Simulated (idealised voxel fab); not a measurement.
Documented hereafter: the process module known as voxel self aligned contacts.
Xsec cut, 195 nm wide, square cell size 5 nm.
A cross-section in this document is a grid of square cells, and it is written down as bands, the top band listed before the ones below it; a band is made up of one or more rows of cells. Read a band's entry like this: the first values are the height of its top and the height of its bottom in nm, and what follows is the sequence of materials from left to right, each with its width in nm. Note that "empty" is empty space, and that a single material marked "full width" reaches across the band from edge to edge. The reference from which all heights are counted is 0, the level beneath which the as-received wafer is entirely one material; the lowest band, having no lower bound, proceeds downward and is written after the example "top 0, no bottom". Note: "30..40" means the width goes from the first number (top row of the band) to the second number (bottom row) in equal steps per row of cells. No cell of the cross-section changed in a step that is given as "identical to before". So "Entrapped void list" is basically the list of trapped voids: any empty space of 8 cells or more that can't reach the top through an opening. They're written width x height at distance, the distance being from the left edge, and it's all nm. That trailing text on a step's line, after the settings, is the simulator's own remark on the step. "overlay nm" on a masked step: distance the mask lay right of its planned place, negative for left.
[Process steps foreseen in the plan]
1 RECEIVE, material Si
2 OXIDIZE, depth nm 5
3 DIRECTIONAL_DEP, material polySi, thk nm 20
4 DIRECTIONAL_DEP, material SiN, thk nm 20
5 DIRECTIONAL_DEP, material aC, thk nm 15
6 PATTERN, tone cover, mask id GATE, material resist, width nm 25, pitch nm 65, thk nm 30, overlay nm 0
7 DIRECTIONAL_ETCH, etch materials aC, depth nm 15
8 STRIP, etch materials resist
9 DIRECTIONAL_ETCH, etch materials SiN, depth nm 20
10 DIRECTIONAL_ETCH, etch materials polySi, depth nm 20
11 STRIP, etch materials aC
12 CONFORMAL_DEP, material SiN, thk nm 10
13 DIRECTIONAL_ETCH, etch materials SiN, depth nm 10
14 FILL_DEP, material SiO2, thk nm 20
15 CMP, height nm 50
16 PATTERN, tone open, mask id CONTACT, material resist, width nm 50, pitch nm 65, thk nm 20, overlay nm 0
17 DIRECTIONAL_ETCH, etch materials SiO2, depth nm 55
18 STRIP, etch materials resist
19 CONFORMAL_DEP, material TiN, thk nm 5
20 FILL_DEP, material Ru, thk nm 5
21 CMP, height nm 50
22 CONFORMAL_DEP, material SiCN, thk nm 5
[Cross-section of the wafer at receipt, which is the condition after step 1]
> top 0, no bottom: Si full width
> Entrapped void list: none
[Wafer at module end, in section. Began as above, planned as above, run with one mistake]
> top 55, bottom 50: SiCN full width
> top 50, bottom 40: SiO2 40  TiN 5..20  Ru 40..10  TiN 5..20  SiO2 15  TiN 5..20  Ru 40..10  TiN 5..20  SiO2 40
> top 40, bottom 20: SiO2 10  SiN 45  TiN 5  Ru 10  TiN 5  SiN 45  TiN 5  Ru 10  TiN 5  SiN 45  SiO2 10
> top 20, bottom 15: SiO2 10  SiN 10  polySi 25  SiN 10  TiN 5  Ru 10  TiN 5  SiN 10  polySi 25  SiN 10  TiN 5  Ru 10  TiN 5  SiN 10  polySi 25  SiN 10  SiO2 10
> top 15, bottom 10: SiO2 10  SiN 10  polySi 25  SiN 10  TiN 20  SiN 10  polySi 25  SiN 10  TiN 20  SiN 10  polySi 25  SiN 10  SiO2 10
> top 10, bottom 0: SiN 20  polySi 25  SiN 40  polySi 25  SiN 40  polySi 25  SiN 20
> top 0, bottom -5: SiO2 full width
> top -5, no bottom: Si full width
> Entrapped void list: none
Deviation noted in wafer processing: order of steps 12 and 13 inverted relative to the plan
